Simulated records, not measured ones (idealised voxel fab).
process module | voxel transistor to metal
cross-section cut | 185 nm wide | cells 5 nm
A cross-section is a grid of square cells, given in bands from the top down. A band is one or more rows of cells.
Each band's line starts with the height of the band's top and of its bottom, in nm. Then come its materials from left to right, each with its width in nm. One material with "throughout" fills the band from edge to edge. "air" is empty space.
Height 0 is the level under which the wafer as received is all one material. The lowest band goes on downwards, as in "0 down".
A width such as "30 to 40" changes by the same amount from each row of cells to the next, from the band's top row to its bottom row.
"no change" after a step means that no cell of the cross-section changed.
closed voids: empty space of 8 cells or more with no open way to the top, each as width x height at its distance from the left edge, in nm
after a step's settings: what the simulator itself notes on the step
overlay nm, on a step with a mask: how far to the right of its planned place the mask lay; to the left if negative
plan
1 op RECEIVE | material Si
2 op OXIDIZE | depth nm 5
3 op CONFORMAL_DEP | material SiN | thk nm 15
4 op DIRECTIONAL_DEP | material aC | thk nm 10
5 op PATTERN | tone cover | mask id ACTIVE | material resist | width nm 105 | thk nm 30 | overlay nm 0
6 op DIRECTIONAL_ETCH | etch materials aC | depth nm 10
7 op STRIP | etch materials resist
8 op DIRECTIONAL_ETCH | etch materials SiN | depth nm 15
9 op DIRECTIONAL_ETCH | etch materials SiO2 | depth nm 5
10 op DIRECTIONAL_ETCH | etch materials Si | depth nm 35
11 op STRIP | etch materials aC
12 op FILL_DEP | material SiO2 | thk nm 10
13 op CMP | height nm 15
14 op SELECTIVE_ETCH | etch materials SiO2 | depth nm 10
15 op STRIP | etch materials SiN
16 op SELECTIVE_ETCH | etch materials SiO2 | depth nm 5
17 op OXIDIZE | depth nm 5
18 op DIRECTIONAL_DEP | material polySi | thk nm 20
19 op DIRECTIONAL_DEP | material SiCN | thk nm 10
20 op MASKED_ETCH | tone cover | mask id GATE | width nm 25 | etch materials SiCN | depth nm 20 | overlay nm 0
21 op MASKED_ETCH | tone cover | mask id GATE | width nm 25 | etch materials polySi | depth nm 30 | overlay nm 0
22 op CONFORMAL_DEP | material SiN | thk nm 5
23 op DIRECTIONAL_ETCH | etch materials SiN | depth nm 5
24 op DIRECTIONAL_ETCH | etch materials SiO2 | depth nm 5
25 op DIRECTIONAL_ETCH | etch materials Si | depth nm 10
26 op EPI | material pSi | thk nm 10
27 op FILL_DEP | material SiO2 | thk nm 10
28 op CMP | height nm 25
29 op DIRECTIONAL_DEP | material SiO2 | thk nm 10
30 op PATTERN | tone open | mask id CONTACT | material resist | width nm 30 | pitch nm 65 | thk nm 15 | overlay nm 0
31 op DIRECTIONAL_ETCH | etch materials SiO2 | depth nm 45
32 op STRIP | etch materials resist
33 op CONFORMAL_DEP | material TiN | thk nm 5
34 op FILL_DEP | material Ru | thk nm 10
35 op CMP | height nm 35
36 op DIRECTIONAL_DEP | material TiN | thk nm 5
37 op DIRECTIONAL_DEP | material W | thk nm 20
38 op DIRECTIONAL_DEP | material aC | thk nm 15
39 op PATTERN | tone cover | mask id METAL_1 | material resist | width nm 15 | pitch nm 80 | thk nm 35 | overlay nm 0
40 op DIRECTIONAL_ETCH | etch materials aC | depth nm 15
41 op STRIP | etch materials resist
42 op DIRECTIONAL_ETCH | etch materials W | depth nm 20
43 op DIRECTIONAL_ETCH | etch materials TiN | depth nm 5
44 op STRIP | etch materials aC
45 op FILL_DEP | material SiO2 | thk nm 10
46 op CMP | height nm 60
47 op CONFORMAL_DEP | material SiCN | thk nm 5
48 op DIRECTIONAL_DEP | material lowk | thk nm 30
49 op DIRECTIONAL_DEP | material aC | thk nm 10
50 op PATTERN | tone open | mask id METAL_2 | material resist | width nm 15 | pitch nm 80 | thk nm 25 | overlay nm 0
51 op DIRECTIONAL_ETCH | etch materials aC | depth nm 10
52 op STRIP | etch materials resist
53 op DIRECTIONAL_ETCH | etch materials lowk | depth nm 15
54 op STRIP | etch materials aC
55 op DIRECTIONAL_DEP | material aC | thk nm 10
56 op PATTERN | tone open | mask id METAL_2_HOLES | material resist | width nm 15 | pitch nm 80 | thk nm 25 | overlay nm 0
57 op DIRECTIONAL_ETCH | etch materials aC | depth nm 10
58 op STRIP | etch materials resist
59 op DIRECTIONAL_ETCH | etch materials lowk | depth nm 15
60 op DIRECTIONAL_ETCH | etch materials SiCN | depth nm 5
61 op STRIP | etch materials aC
62 op CONFORMAL_DEP | material TiN | thk nm 5
63 op FILL_DEP | material Cu | thk nm 10
64 op CMP | height nm 95
65 op CONFORMAL_DEP | material SiCN | thk nm 5
first wafer, as planned
as received, after step 1
  0 down: Si throughout
  closed voids: none
after step 2
  0 to -5: SiO2 throughout
  below -5: unchanged
after step 3
  15 to 0: SiN throughout
  below 0: unchanged
after step 4
  25 to 15: aC throughout
  below 15: unchanged
after step 5
  55 to 25: air 40 | resist 105 | air 40
  below 25: unchanged
after step 6
  45 to 25: air 40 | resist 105 | air 40
  25 to 15: air 40 | aC 105 | air 40
  below 15: unchanged
after step 7
  25 to 15: air 40 | aC 105 | air 40
  below 15: unchanged
after step 8
  25 to 15: air 40 | aC 105 | air 40
  15 to 0: air 40 | SiN 105 | air 40
  below 0: unchanged
after step 9
  25 to 15: air 40 | aC 105 | air 40
  15 to 0: air 40 | SiN 105 | air 40
  0 to -5: air 40 | SiO2 105 | air 40
  below -5: unchanged
after step 10
  25 to 15: air 40 | aC 105 | air 40
  15 to 0: air 40 | SiN 105 | air 40
  0 to -5: air 40 | SiO2 105 | air 40
  -5 to -40: air 40 | Si 105 | air 40
  below -40: unchanged
after step 11
  15 to 0: air 40 | SiN 105 | air 40
  below 0: unchanged
after step 12
  25 to 15: SiO2 throughout
  15 to 0: SiO2 40 | SiN 105 | SiO2 40
  0 to -5: SiO2 throughout
  -5 to -40: SiO2 40 | Si 105 | SiO2 40
  below -40: unchanged
after step 13
  15 to 0: SiO2 40 | SiN 105 | SiO2 40
  below 0: unchanged
after step 14
  15 to 5: air 40 | SiN 105 | air 40
  below 5: unchanged
after step 15
  5 to 0: SiO2 40 | air 105 | SiO2 40
  below 0: unchanged
after step 16
  0 to -5: SiO2 35 | air 115 | SiO2 35
  below -5: unchanged
after step 17
  0 to -5: SiO2 35 | air 115 | SiO2 35
  -5 to -10: SiO2 throughout
  below -10: unchanged
after step 18
  20 to 15: polySi 35 | air 115 | polySi 35
  15 to 0: polySi throughout
  0 to -5: SiO2 35 | polySi 115 | SiO2 35
  below -5: unchanged
after step 19
  30 to 25: SiCN 35 | air 115 | SiCN 35
  25 to 20: SiCN throughout
  20 to 15: polySi 35 | SiCN 115 | polySi 35
  below 15: unchanged
after step 20
  25 to 20: air 80 | SiCN 25 | air 80
  20 to 15: polySi 35 | air 45 | SiCN 25 | air 45 | polySi 35
  below 15: unchanged
after step 21
  25 to 15: air 80 | SiCN 25 | air 80
  15 to 0: air 80 | polySi 25 | air 80
  0 to -5: SiO2 35 | air 45 | polySi 25 | air 45 | SiO2 35
  below -5: unchanged
after step 22
  30 to 25: air 75 | SiN 35 | air 75
  25 to 15: air 75 | SiN 5 | SiCN 25 | SiN 5 | air 75
  15 to 5: air 75 | SiN 5 | polySi 25 | SiN 5 | air 75
  5 to 0: SiN 40 | air 35 | SiN 5 | polySi 25 | SiN 5 | air 35 | SiN 40
  0 to -5: SiO2 35 | SiN 45 | polySi 25 | SiN 45 | SiO2 35
  below -5: unchanged
after step 23
  25 to 15: air 75 | SiN 5 | SiCN 25 | SiN 5 | air 75
  15 to 0: air 75 | SiN 5 | polySi 25 | SiN 5 | air 75
  0 to -5: SiO2 35 | SiN 5 | air 35 | SiN 5 | polySi 25 | SiN 5 | air 35 | SiN 5 | SiO2 35
  below -5: unchanged
after step 24
  25 to 15: air 75 | SiN 5 | SiCN 25 | SiN 5 | air 75
  15 to 0: air 75 | SiN 5 | polySi 25 | SiN 5 | air 75
  0 to -5: air 35 | SiN 5 | air 35 | SiN 5 | polySi 25 | SiN 5 | air 35 | SiN 5 | air 35
  -5 to -10: SiO2 40 | air 35 | SiO2 35 | air 35 | SiO2 40
  below -10: unchanged
after step 25
  25 to 15: air 75 | SiN 5 | SiCN 25 | SiN 5 | air 75
  15 to 0: air 75 | SiN 5 | polySi 25 | SiN 5 | air 75
  0 to -5: air 35 | SiN 5 | air 35 | SiN 5 | polySi 25 | SiN 5 | air 35 | SiN 5 | air 35
  -5 to -10: SiO2 40 | air 35 | SiO2 35 | air 35 | SiO2 40
  -10 to -20: SiO2 40 | air 35 | Si 35 | air 35 | SiO2 40
  below -20: unchanged
after step 26
  25 to 15: air 75 | SiN 5 | SiCN 25 | SiN 5 | air 75
  15 to 0: air 75 | SiN 5 | polySi 25 | SiN 5 | air 75
  0 to -5: air 35 | SiN 5 | air 25 | pSi 10 | SiN 5 | polySi 25 | SiN 5 | pSi 10 | air 25 | SiN 5 | air 35
  -5 to -10: SiO2 40 | air 25 | pSi 10 | SiO2 35 | pSi 10 | air 25 | SiO2 40
  -10 to -20: SiO2 40 | pSi 35 | Si 35 | pSi 35 | SiO2 40
  below -20: unchanged
after step 27
  35 to 25: SiO2 throughout
  25 to 15: SiO2 75 | SiN 5 | SiCN 25 | SiN 5 | SiO2 75
  15 to 0: SiO2 75 | SiN 5 | polySi 25 | SiN 5 | SiO2 75
  0 to -5: SiO2 35 | SiN 5 | SiO2 25 | pSi 10 | SiN 5 | polySi 25 | SiN 5 | pSi 10 | SiO2 25 | SiN 5 | SiO2 35
  -5 to -10: SiO2 65 | pSi 10 | SiO2 35 | pSi 10 | SiO2 65
  below -10: unchanged
after step 28
  25 to 15: SiO2 75 | SiN 5 | SiCN 25 | SiN 5 | SiO2 75
  below 15: unchanged
after step 29
  35 to 25: SiO2 throughout
  below 25: unchanged
after step 30
  50 to 35: resist 45 | air 30 | resist 35 | air 30 | resist 45
  below 35: unchanged
after step 31
  50 to 35: resist 45 | air 30 | resist 35 | air 30 | resist 45
  35 to 25: SiO2 45 | air 30 | SiO2 35 | air 30 | SiO2 45
  25 to 15: SiO2 45 | air 30 | SiN 5 | SiCN 25 | SiN 5 | air 30 | SiO2 45
  15 to 0: SiO2 45 | air 30 | SiN 5 | polySi 25 | SiN 5 | air 30 | SiO2 45
  0 to -5: SiO2 35 | SiN 5 | SiO2 5 | air 20 | pSi 10 | SiN 5 | polySi 25 | SiN 5 | pSi 10 | air 20 | SiO2 5 | SiN 5 | SiO2 35
  -5 to -10: SiO2 45 | air 20 | pSi 10 | SiO2 35 | pSi 10 | air 20 | SiO2 45
  below -10: unchanged
after step 32
  35 to 25: SiO2 45 | air 30 | SiO2 35 | air 30 | SiO2 45
  below 25: unchanged
after step 33
  40 to 35: TiN 50 | air 20 | TiN 45 | air 20 | TiN 50
  35 to 25: SiO2 45 | TiN 5 | air 20 | TiN 5 | SiO2 35 | TiN 5 | air 20 | TiN 5 | SiO2 45
  25 to 15: SiO2 45 | TiN 5 | air 20 | TiN 5 | SiN 5 | SiCN 25 | SiN 5 | TiN 5 | air 20 | TiN 5 | SiO2 45
  15 to 5: SiO2 45 | TiN 5 | air 20 | TiN 5 | SiN 5 | polySi 25 | SiN 5 | TiN 5 | air 20 | TiN 5 | SiO2 45
  5 to 0: SiO2 45 | TiN 5 | air 10 | TiN 15 | SiN 5 | polySi 25 | SiN 5 | TiN 15 | air 10 | TiN 5 | SiO2 45
  0 to -5: SiO2 35 | SiN 5 | SiO2 5 | TiN 5 | air 10 | TiN 5 | pSi 10 | SiN 5 | polySi 25 | SiN 5 | pSi 10 | TiN 5 | air 10 | TiN 5 | SiO2 5 | SiN 5 | SiO2 35
  -5 to -10: SiO2 45 | TiN 20 | pSi 10 | SiO2 35 | pSi 10 | TiN 20 | SiO2 45
  below -10: unchanged
after step 34
  50 to 40: Ru throughout
  40 to 35: TiN 50 | Ru 20 | TiN 45 | Ru 20 | TiN 50
  35 to 25: SiO2 45 | TiN 5 | Ru 20 | TiN 5 | SiO2 35 | TiN 5 | Ru 20 | TiN 5 | SiO2 45
  25 to 15: SiO2 45 | TiN 5 | Ru 20 | TiN 5 | SiN 5 | SiCN 25 | SiN 5 | TiN 5 | Ru 20 | TiN 5 | SiO2 45
  15 to 5: SiO2 45 | TiN 5 | Ru 20 | TiN 5 | SiN 5 | polySi 25 | SiN 5 | TiN 5 | Ru 20 | TiN 5 | SiO2 45
  5 to 0: SiO2 45 | TiN 5 | Ru 10 | TiN 15 | SiN 5 | polySi 25 | SiN 5 | TiN 15 | Ru 10 | TiN 5 | SiO2 45
  0 to -5: SiO2 35 | SiN 5 | SiO2 5 | TiN 5 | Ru 10 | TiN 5 | pSi 10 | SiN 5 | polySi 25 | SiN 5 | pSi 10 | TiN 5 | Ru 10 | TiN 5 | SiO2 5 | SiN 5 | SiO2 35
  below -5: unchanged
after step 35
  35 to 25: SiO2 45 | TiN 5 | Ru 20 | TiN 5 | SiO2 35 | TiN 5 | Ru 20 | TiN 5 | SiO2 45
  below 25: unchanged
after step 36
  40 to 35: TiN throughout
  below 35: unchanged
after step 37
  60 to 40: W throughout
  below 40: unchanged
after step 38
  75 to 60: aC throughout
  below 60: unchanged
after step 39
  110 to 75: air 45 | resist 15 | air 65 | resist 15 | air 45
  below 75: unchanged
after step 40
  95 to 75: air 45 | resist 15 | air 65 | resist 15 | air 45
  75 to 60: air 45 | aC 15 | air 65 | aC 15 | air 45
  below 60: unchanged
after step 41
  75 to 60: air 45 | aC 15 | air 65 | aC 15 | air 45
  below 60: unchanged
after step 42
  75 to 60: air 45 | aC 15 | air 65 | aC 15 | air 45
  60 to 40: air 45 | W 15 | air 65 | W 15 | air 45
  below 40: unchanged
after step 43
  75 to 60: air 45 | aC 15 | air 65 | aC 15 | air 45
  60 to 40: air 45 | W 15 | air 65 | W 15 | air 45
  40 to 35: air 45 | TiN 15 | air 65 | TiN 15 | air 45
  below 35: unchanged
after step 44
  60 to 40: air 45 | W 15 | air 65 | W 15 | air 45
  below 40: unchanged
after step 45
  70 to 60: SiO2 throughout
  60 to 40: SiO2 45 | W 15 | SiO2 65 | W 15 | SiO2 45
  40 to 35: SiO2 45 | TiN 15 | SiO2 65 | TiN 15 | SiO2 45
  below 35: unchanged
after step 46
  60 to 40: SiO2 45 | W 15 | SiO2 65 | W 15 | SiO2 45
  below 40: unchanged
after step 47
  65 to 60: SiCN throughout
  below 60: unchanged
after step 48
  95 to 65: lowk throughout
  below 65: unchanged
after step 49
  105 to 95: aC throughout
  below 95: unchanged
after step 50
  130 to 105: resist 45 | air 15 | resist 65 | air 15 | resist 45
  below 105: unchanged
after step 51
  120 to 105: resist 45 | air 15 | resist 65 | air 15 | resist 45
  105 to 95: aC 45 | air 15 | aC 65 | air 15 | aC 45
  below 95: unchanged
after step 52
  105 to 95: aC 45 | air 15 | aC 65 | air 15 | aC 45
  below 95: unchanged
after step 53
  105 to 95: aC 45 | air 15 | aC 65 | air 15 | aC 45
  95 to 80: lowk 45 | air 15 | lowk 65 | air 15 | lowk 45
  below 80: unchanged
after step 54
  95 to 80: lowk 45 | air 15 | lowk 65 | air 15 | lowk 45
  below 80: unchanged
after step 55
  105 to 95: aC 45 | air 15 | aC 65 | air 15 | aC 45
  95 to 90: lowk 45 | air 15 | lowk 65 | air 15 | lowk 45
  90 to 80: lowk 45 | aC 15 | lowk 65 | aC 15 | lowk 45
  below 80: unchanged
after step 56
  130 to 105: resist 45 | air 15 | resist 65 | air 15 | resist 45
  below 105: unchanged
after step 57
  120 to 105: resist 45 | air 15 | resist 65 | air 15 | resist 45
  105 to 95: aC 45 | air 15 | aC 65 | air 15 | aC 45
  95 to 80: lowk 45 | air 15 | lowk 65 | air 15 | lowk 45
  below 80: unchanged
after step 58
  105 to 95: aC 45 | air 15 | aC 65 | air 15 | aC 45
  below 95: unchanged
after step 59
  105 to 95: aC 45 | air 15 | aC 65 | air 15 | aC 45
  95 to 65: lowk 45 | air 15 | lowk 65 | air 15 | lowk 45
  below 65: unchanged
after step 60
  105 to 95: aC 45 | air 15 | aC 65 | air 15 | aC 45
  95 to 65: lowk 45 | air 15 | lowk 65 | air 15 | lowk 45
  65 to 60: SiCN 45 | air 15 | SiCN 65 | air 15 | SiCN 45
  below 60: unchanged
after step 61
  95 to 65: lowk 45 | air 15 | lowk 65 | air 15 | lowk 45
  below 65: unchanged
after step 62
  100 to 95: TiN 50 | air 5 | TiN 75 | air 5 | TiN 50
  95 to 65: lowk 45 | TiN 5 | air 5 | TiN 5 | lowk 65 | TiN 5 | air 5 | TiN 5 | lowk 45
  65 to 60: SiCN 45 | TiN 15 | SiCN 65 | TiN 15 | SiCN 45
  below 60: unchanged
after step 63
  110 to 100: Cu throughout
  100 to 95: TiN 50 | Cu 5 | TiN 75 | Cu 5 | TiN 50
  95 to 65: lowk 45 | TiN 5 | Cu 5 | TiN 5 | lowk 65 | TiN 5 | Cu 5 | TiN 5 | lowk 45
  below 65: unchanged
after step 64
  95 to 65: lowk 45 | TiN 5 | Cu 5 | TiN 5 | lowk 65 | TiN 5 | Cu 5 | TiN 5 | lowk 45
  below 65: unchanged
after step 65
  100 to 95: SiCN throughout
  below 95: unchanged
second wafer: like start, like plan, one mistake. Through step 9 it matches the first wafer
when step 10 should have ended
  25 to 15: air 40 | aC 105 | air 40
  15 to 0: air 40 | SiN 105 | air 40
  0 to -5: air 40 | SiO2 105 | air 40
  -5 to -35: air 40 | Si 105 | air 40
  below -35: unchanged
when step 11 should have ended
  15 to 0: air 40 | SiN 105 | air 40
  below 0: unchanged
when step 12 should have ended
  25 to 15: SiO2 throughout
  15 to 0: SiO2 40 | SiN 105 | SiO2 40
  0 to -5: SiO2 throughout
  -5 to -35: SiO2 40 | Si 105 | SiO2 40
  below -35: unchanged
when step 13 should have ended
  15 to 0: SiO2 40 | SiN 105 | SiO2 40
  below 0: unchanged
when step 14 should have ended
  15 to 5: air 40 | SiN 105 | air 40
  below 5: unchanged
when step 15 should have ended
  5 to 0: SiO2 40 | air 105 | SiO2 40
  below 0: unchanged
when step 16 should have ended
  0 to -5: SiO2 35 | air 115 | SiO2 35
  below -5: unchanged
when step 17 should have ended
  0 to -5: SiO2 35 | air 115 | SiO2 35
  -5 to -10: SiO2 throughout
  below -10: unchanged
when step 18 should have ended
  20 to 15: polySi 35 | air 115 | polySi 35
  15 to 0: polySi throughout
  0 to -5: SiO2 35 | polySi 115 | SiO2 35
  below -5: unchanged
when step 19 should have ended
  30 to 25: SiCN 35 | air 115 | SiCN 35
  25 to 20: SiCN throughout
  20 to 15: polySi 35 | SiCN 115 | polySi 35
  below 15: unchanged
when step 20 should have ended
  25 to 20: air 80 | SiCN 25 | air 80
  20 to 15: polySi 35 | air 45 | SiCN 25 | air 45 | polySi 35
  below 15: unchanged
when step 21 should have ended
  25 to 15: air 80 | SiCN 25 | air 80
  15 to 0: air 80 | polySi 25 | air 80
  0 to -5: SiO2 35 | air 45 | polySi 25 | air 45 | SiO2 35
  below -5: unchanged
when step 22 should have ended
  30 to 25: air 75 | SiN 35 | air 75
  25 to 15: air 75 | SiN 5 | SiCN 25 | SiN 5 | air 75
  15 to 5: air 75 | SiN 5 | polySi 25 | SiN 5 | air 75
  5 to 0: SiN 40 | air 35 | SiN 5 | polySi 25 | SiN 5 | air 35 | SiN 40
  0 to -5: SiO2 35 | SiN 45 | polySi 25 | SiN 45 | SiO2 35
  below -5: unchanged
when step 23 should have ended
  25 to 15: air 75 | SiN 5 | SiCN 25 | SiN 5 | air 75
  15 to 0: air 75 | SiN 5 | polySi 25 | SiN 5 | air 75
  0 to -5: SiO2 35 | SiN 5 | air 35 | SiN 5 | polySi 25 | SiN 5 | air 35 | SiN 5 | SiO2 35
  below -5: unchanged
when step 24 should have ended
  25 to 15: air 75 | SiN 5 | SiCN 25 | SiN 5 | air 75
  15 to 0: air 75 | SiN 5 | polySi 25 | SiN 5 | air 75
  0 to -5: air 35 | SiN 5 | air 35 | SiN 5 | polySi 25 | SiN 5 | air 35 | SiN 5 | air 35
  -5 to -10: SiO2 40 | air 35 | SiO2 35 | air 35 | SiO2 40
  below -10: unchanged
when step 25 should have ended
  25 to 15: air 75 | SiN 5 | SiCN 25 | SiN 5 | air 75
  15 to 0: air 75 | SiN 5 | polySi 25 | SiN 5 | air 75
  0 to -5: air 35 | SiN 5 | air 35 | SiN 5 | polySi 25 | SiN 5 | air 35 | SiN 5 | air 35
  -5 to -10: SiO2 40 | air 35 | SiO2 35 | air 35 | SiO2 40
  -10 to -20: SiO2 40 | air 35 | Si 35 | air 35 | SiO2 40
  below -20: unchanged
when step 26 should have ended
  25 to 15: air 75 | SiN 5 | SiCN 25 | SiN 5 | air 75
  15 to 0: air 75 | SiN 5 | polySi 25 | SiN 5 | air 75
  0 to -5: air 35 | SiN 5 | air 25 | pSi 10 | SiN 5 | polySi 25 | SiN 5 | pSi 10 | air 25 | SiN 5 | air 35
  -5 to -10: SiO2 40 | air 25 | pSi 10 | SiO2 35 | pSi 10 | air 25 | SiO2 40
  -10 to -20: SiO2 40 | pSi 35 | Si 35 | pSi 35 | SiO2 40
  below -20: unchanged
when step 27 should have ended
  35 to 25: SiO2 throughout
  25 to 15: SiO2 75 | SiN 5 | SiCN 25 | SiN 5 | SiO2 75
  15 to 0: SiO2 75 | SiN 5 | polySi 25 | SiN 5 | SiO2 75
  0 to -5: SiO2 35 | SiN 5 | SiO2 25 | pSi 10 | SiN 5 | polySi 25 | SiN 5 | pSi 10 | SiO2 25 | SiN 5 | SiO2 35
  -5 to -10: SiO2 65 | pSi 10 | SiO2 35 | pSi 10 | SiO2 65
  below -10: unchanged
when step 28 should have ended
  25 to 15: SiO2 75 | SiN 5 | SiCN 25 | SiN 5 | SiO2 75
  below 15: unchanged
when step 29 should have ended
  35 to 25: SiO2 throughout
  below 25: unchanged
when step 30 should have ended
  50 to 35: resist 45 | air 30 | resist 35 | air 30 | resist 45
  below 35: unchanged
when step 31 should have ended
  50 to 35: resist 45 | air 30 | resist 35 | air 30 | resist 45
  35 to 25: SiO2 45 | air 30 | SiO2 35 | air 30 | SiO2 45
  25 to 15: SiO2 45 | air 30 | SiN 5 | SiCN 25 | SiN 5 | air 30 | SiO2 45
  15 to 0: SiO2 45 | air 30 | SiN 5 | polySi 25 | SiN 5 | air 30 | SiO2 45
  0 to -5: SiO2 35 | SiN 5 | SiO2 5 | air 20 | pSi 10 | SiN 5 | polySi 25 | SiN 5 | pSi 10 | air 20 | SiO2 5 | SiN 5 | SiO2 35
  -5 to -10: SiO2 45 | air 20 | pSi 10 | SiO2 35 | pSi 10 | air 20 | SiO2 45
  below -10: unchanged
when step 32 should have ended
  35 to 25: SiO2 45 | air 30 | SiO2 35 | air 30 | SiO2 45
  below 25: unchanged
when step 33 should have ended
  40 to 35: TiN 50 | air 20 | TiN 45 | air 20 | TiN 50
  35 to 25: SiO2 45 | TiN 5 | air 20 | TiN 5 | SiO2 35 | TiN 5 | air 20 | TiN 5 | SiO2 45
  25 to 15: SiO2 45 | TiN 5 | air 20 | TiN 5 | SiN 5 | SiCN 25 | SiN 5 | TiN 5 | air 20 | TiN 5 | SiO2 45
  15 to 5: SiO2 45 | TiN 5 | air 20 | TiN 5 | SiN 5 | polySi 25 | SiN 5 | TiN 5 | air 20 | TiN 5 | SiO2 45
  5 to 0: SiO2 45 | TiN 5 | air 10 | TiN 15 | SiN 5 | polySi 25 | SiN 5 | TiN 15 | air 10 | TiN 5 | SiO2 45
  0 to -5: SiO2 35 | SiN 5 | SiO2 5 | TiN 5 | air 10 | TiN 5 | pSi 10 | SiN 5 | polySi 25 | SiN 5 | pSi 10 | TiN 5 | air 10 | TiN 5 | SiO2 5 | SiN 5 | SiO2 35
  -5 to -10: SiO2 45 | TiN 20 | pSi 10 | SiO2 35 | pSi 10 | TiN 20 | SiO2 45
  below -10: unchanged
when step 34 should have ended
  50 to 40: Ru throughout
  40 to 35: TiN 50 | Ru 20 | TiN 45 | Ru 20 | TiN 50
  35 to 25: SiO2 45 | TiN 5 | Ru 20 | TiN 5 | SiO2 35 | TiN 5 | Ru 20 | TiN 5 | SiO2 45
  25 to 15: SiO2 45 | TiN 5 | Ru 20 | TiN 5 | SiN 5 | SiCN 25 | SiN 5 | TiN 5 | Ru 20 | TiN 5 | SiO2 45
  15 to 5: SiO2 45 | TiN 5 | Ru 20 | TiN 5 | SiN 5 | polySi 25 | SiN 5 | TiN 5 | Ru 20 | TiN 5 | SiO2 45
  5 to 0: SiO2 45 | TiN 5 | Ru 10 | TiN 15 | SiN 5 | polySi 25 | SiN 5 | TiN 15 | Ru 10 | TiN 5 | SiO2 45
  0 to -5: SiO2 35 | SiN 5 | SiO2 5 | TiN 5 | Ru 10 | TiN 5 | pSi 10 | SiN 5 | polySi 25 | SiN 5 | pSi 10 | TiN 5 | Ru 10 | TiN 5 | SiO2 5 | SiN 5 | SiO2 35
  below -5: unchanged
when step 35 should have ended
  35 to 25: SiO2 45 | TiN 5 | Ru 20 | TiN 5 | SiO2 35 | TiN 5 | Ru 20 | TiN 5 | SiO2 45
  below 25: unchanged
when step 36 should have ended
  40 to 35: TiN throughout
  below 35: unchanged
when step 37 should have ended
  60 to 40: W throughout
  below 40: unchanged
when step 38 should have ended
  75 to 60: aC throughout
  below 60: unchanged
when step 39 should have ended
  110 to 75: air 45 | resist 15 | air 65 | resist 15 | air 45
  below 75: unchanged
when step 40 should have ended
  95 to 75: air 45 | resist 15 | air 65 | resist 15 | air 45
  75 to 60: air 45 | aC 15 | air 65 | aC 15 | air 45
  below 60: unchanged
when step 41 should have ended
  75 to 60: air 45 | aC 15 | air 65 | aC 15 | air 45
  below 60: unchanged
when step 42 should have ended
  75 to 60: air 45 | aC 15 | air 65 | aC 15 | air 45
  60 to 40: air 45 | W 15 | air 65 | W 15 | air 45
  below 40: unchanged
when step 43 should have ended
  75 to 60: air 45 | aC 15 | air 65 | aC 15 | air 45
  60 to 40: air 45 | W 15 | air 65 | W 15 | air 45
  40 to 35: air 45 | TiN 15 | air 65 | TiN 15 | air 45
  below 35: unchanged
when step 44 should have ended
  60 to 40: air 45 | W 15 | air 65 | W 15 | air 45
  below 40: unchanged
when step 45 should have ended
  70 to 60: SiO2 throughout
  60 to 40: SiO2 45 | W 15 | SiO2 65 | W 15 | SiO2 45
  40 to 35: SiO2 45 | TiN 15 | SiO2 65 | TiN 15 | SiO2 45
  below 35: unchanged
when step 46 should have ended
  60 to 40: SiO2 45 | W 15 | SiO2 65 | W 15 | SiO2 45
  below 40: unchanged
when step 47 should have ended
  65 to 60: SiCN throughout
  below 60: unchanged
when step 48 should have ended
  95 to 65: lowk throughout
  below 65: unchanged
when step 49 should have ended
  105 to 95: aC throughout
  below 95: unchanged
when step 50 should have ended
  130 to 105: resist 45 | air 15 | resist 65 | air 15 | resist 45
  below 105: unchanged
when step 51 should have ended
  120 to 105: resist 45 | air 15 | resist 65 | air 15 | resist 45
  105 to 95: aC 45 | air 15 | aC 65 | air 15 | aC 45
  below 95: unchanged
when step 52 should have ended
  105 to 95: aC 45 | air 15 | aC 65 | air 15 | aC 45
  below 95: unchanged
when step 53 should have ended
  105 to 95: aC 45 | air 15 | aC 65 | air 15 | aC 45
  95 to 80: lowk 45 | air 15 | lowk 65 | air 15 | lowk 45
  below 80: unchanged
when step 54 should have ended
  95 to 80: lowk 45 | air 15 | lowk 65 | air 15 | lowk 45
  below 80: unchanged
when step 55 should have ended
  105 to 95: aC 45 | air 15 | aC 65 | air 15 | aC 45
  95 to 90: lowk 45 | air 15 | lowk 65 | air 15 | lowk 45
  90 to 80: lowk 45 | aC 15 | lowk 65 | aC 15 | lowk 45
  below 80: unchanged
when step 56 should have ended
  130 to 105: resist 45 | air 15 | resist 65 | air 15 | resist 45
  below 105: unchanged
when step 57 should have ended
  120 to 105: resist 45 | air 15 | resist 65 | air 15 | resist 45
  105 to 95: aC 45 | air 15 | aC 65 | air 15 | aC 45
  95 to 80: lowk 45 | air 15 | lowk 65 | air 15 | lowk 45
  below 80: unchanged
when step 58 should have ended
  105 to 95: aC 45 | air 15 | aC 65 | air 15 | aC 45
  below 95: unchanged
when step 59 should have ended
  105 to 95: aC 45 | air 15 | aC 65 | air 15 | aC 45
  95 to 65: lowk 45 | air 15 | lowk 65 | air 15 | lowk 45
  below 65: unchanged
when step 60 should have ended
  105 to 95: aC 45 | air 15 | aC 65 | air 15 | aC 45
  95 to 65: lowk 45 | air 15 | lowk 65 | air 15 | lowk 45
  65 to 60: SiCN 45 | air 15 | SiCN 65 | air 15 | SiCN 45
  below 60: unchanged
when step 61 should have ended
  95 to 65: lowk 45 | air 15 | lowk 65 | air 15 | lowk 45
  below 65: unchanged
when step 62 should have ended
  100 to 95: TiN 50 | air 5 | TiN 75 | air 5 | TiN 50
  95 to 65: lowk 45 | TiN 5 | air 5 | TiN 5 | lowk 65 | TiN 5 | air 5 | TiN 5 | lowk 45
  65 to 60: SiCN 45 | TiN 15 | SiCN 65 | TiN 15 | SiCN 45
  below 60: unchanged
when step 63 should have ended
  110 to 100: Cu throughout
  100 to 95: TiN 50 | Cu 5 | TiN 75 | Cu 5 | TiN 50
  95 to 65: lowk 45 | TiN 5 | Cu 5 | TiN 5 | lowk 65 | TiN 5 | Cu 5 | TiN 5 | lowk 45
  below 65: unchanged
when step 64 should have ended
  95 to 65: lowk 45 | TiN 5 | Cu 5 | TiN 5 | lowk 65 | TiN 5 | Cu 5 | TiN 5 | lowk 45
  below 65: unchanged
when step 65 should have ended
  100 to 95: SiCN throughout
  below 95: unchanged
what went wrong: step 10 ran as: op DIRECTIONAL_ETCH | etch materials Si | depth nm 30
at the end the second wafer has, in cells: 16 more of Si | 16 fewer of SiO2
